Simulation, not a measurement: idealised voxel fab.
process module | voxel air gaps
cross-section cut | 265 nm wide | cells 5 nm
A cross-section is a grid of square cells, given in bands from the top down. A band is one or more rows of cells.
Each band's line starts with the height of the band's top and of its bottom, in nm. Then come its materials from left to right, each with its width in nm. One material with "throughout" fills the band from edge to edge. "air" is empty space.
Height 0 is the level under which the wafer as received is all one material. The lowest band goes on downwards, as in "0 down".
A width such as "30 to 40" changes by the same amount from each row of cells to the next, from the band's top row to its bottom row.
"no change" after a step means that no cell of the cross-section changed.
closed voids: empty space of 8 cells or more with no open way to the top, each as width x height at its distance from the left edge, in nm
after a step's settings: what the simulator itself notes on the step
overlay nm, on a step with a mask: how far to the right of its planned place the mask lay; to the left if negative
plan
1 op RECEIVE | material Si
2 op CONFORMAL_DEP | material SiO2 | thk nm 15
3 op CONFORMAL_DEP | material SiCN | thk nm 5
4 op DIRECTIONAL_DEP | material lowk | thk nm 35
5 op MASKED_ETCH | tone open | mask id LINES | width nm 20 | pitch nm 50 | etch materials lowk | depth nm 35 | overlay nm -15
6 op CONFORMAL_DEP | material TiN | thk nm 5
7 op FILL_DEP | material Ru | thk nm 5
8 op CMP | height nm 55
9 op EPI | material Ru | thk nm 10
10 op SELECTIVE_ETCH | etch materials lowk | depth nm 45
11 op CONFORMAL_DEP | material SiCN | thk nm 5
varied across the wafers: overlay nm of step 5. The plan shows the first wafer's value. All wafers start alike
first wafer as received, after step 1
  0 down: Si throughout
  closed voids: none
each wafer at the end: cells of each material gained (+) or lost (-) since it was received, then its closed voids
overlay nm -15 | +84 Ru | +184 SiCN | +159 SiO2 | +48 TiN | closed voids: 20 x 25 at 80; 20 x 25 at 130
overlay nm -10 | +84 Ru | +184 SiCN | +159 SiO2 | +48 TiN | closed voids: 20 x 25 at 85; 20 x 25 at 135
overlay nm -5 | +84 Ru | +184 SiCN | +159 SiO2 | +48 TiN | closed voids: 20 x 25 at 90; 20 x 25 at 140
overlay nm 0 | +84 Ru | +184 SiCN | +159 SiO2 | +48 TiN | closed voids: 20 x 25 at 95; 20 x 25 at 145
overlay nm 5 | +84 Ru | +184 SiCN | +159 SiO2 | +48 TiN | closed voids: 20 x 25 at 100; 20 x 25 at 150
overlay nm 10 | +84 Ru | +184 SiCN | +159 SiO2 | +48 TiN | closed voids: 20 x 25 at 105; 20 x 25 at 155
overlay nm 15 | +84 Ru | +184 SiCN | +159 SiO2 | +48 TiN | closed voids: 20 x 25 at 110; 20 x 25 at 160
